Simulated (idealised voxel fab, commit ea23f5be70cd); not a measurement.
The process module that follows is named voxel spacer lines.
Cross-sectional view cut (width: 260 nm; square cell size: 5 nm).
In this document a cross-section is written as a grid of square cells. It is given as a series of bands, listed from the top down, and a band is one or more rows of cells. The entry gives the band's vertical extent as a top height and a bottom height in nm, then its horizontal make-up as materials from left to right, each with a width in nm. "empty" stands for empty space; a single material marked "everywhere" fills the band edge to edge. Where do heights start? At 0: under that level the wafer as delivered is made of one material only. And the lowest band has no floor; it just carries on downward, as in "0 down". So if you see something like "30->40" for the width, read it as the top row of the band sitting at the first number and the bottom row at the second, with every row in between moving by the same amount as the last. "changes: none", as given for a step, is the statement that not any cell of the cross-section underwent a change during that step. Unvented internal voids: empty space of 8 cells or more with no open way to the top, each as width x height at its distance from the left edge, in nm. The remark found on a step's line after its settings is issued by the simulator itself and pertains to that step. On any step carrying a mask, the "overlay nm" setting, if present on the step's line, tells how far right of its planned place the mask lay; negative values point to the left.

# Here's what the planned process steps look like
1. RECEIVE,material Si
2. CONFORMAL_DEP,material Al2O3,thk nm 10
3. DIRECTIONAL_DEP,material W,thk nm 10
4. DIRECTIONAL_DEP,material aC,thk nm 30
5. PATTERN,tone cover,mask id MANDREL,material resist,width nm 20,pitch nm 60,thk nm 40,overlay nm 0
6. DIRECTIONAL_ETCH,etch materials aC,depth nm 30
7. STRIP,etch materials resist
8. CONFORMAL_DEP,material SiO2,thk nm 10
9. DIRECTIONAL_ETCH,etch materials SiO2,depth nm 10
10. STRIP,etch materials aC
11. DIRECTIONAL_ETCH,etch materials W,depth nm 10
12. STRIP,etch materials SiO2
13. FILL_DEP,material lowk,thk nm 5
14. CMP,height nm 20

# Cross-sectional view of the wafer in its as-received condition, corresponding to the state after step 1
    0 down: Si everywhere
    Unvented internal voids: none

# Cross-sectional view of the first of the two wafers upon completion of the module, processed in accordance with the plan
    20 to 10: 50 of lowk, 10 of W, 20 of lowk, 10 of W, 20 of lowk, 10 of W, 20 of lowk, 10 of W, 20 of lowk, 10 of W, 20 of lowk, 10 of W, 50 of lowk
    10 to 0: Al2O3 everywhere
    0 down: Si everywhere
    Unvented internal voids: none

# Wafer two cross-section, module end. Start and plan unchanged from wafer one; one mistake made during the run
    20 to 10: 50 of lowk, 10 of W, 20 of lowk, 10 of W, 20 of lowk, 10 of W, 20 of lowk, 10 of W, 20 of lowk, 10 of W, 20 of lowk, 10 of W, 50 of lowk
    10 to 0: W everywhere
    0 down: Si everywhere
    Unvented internal voids: none
Run error: step 2 ran with different settings than intended, the actual operation and settings being CONFORMAL_DEP,material W,thk nm 10
Final difference in cells, second wafer against first, listed per material as more or fewer: 104 fewer of Al2O3; 104 more of W
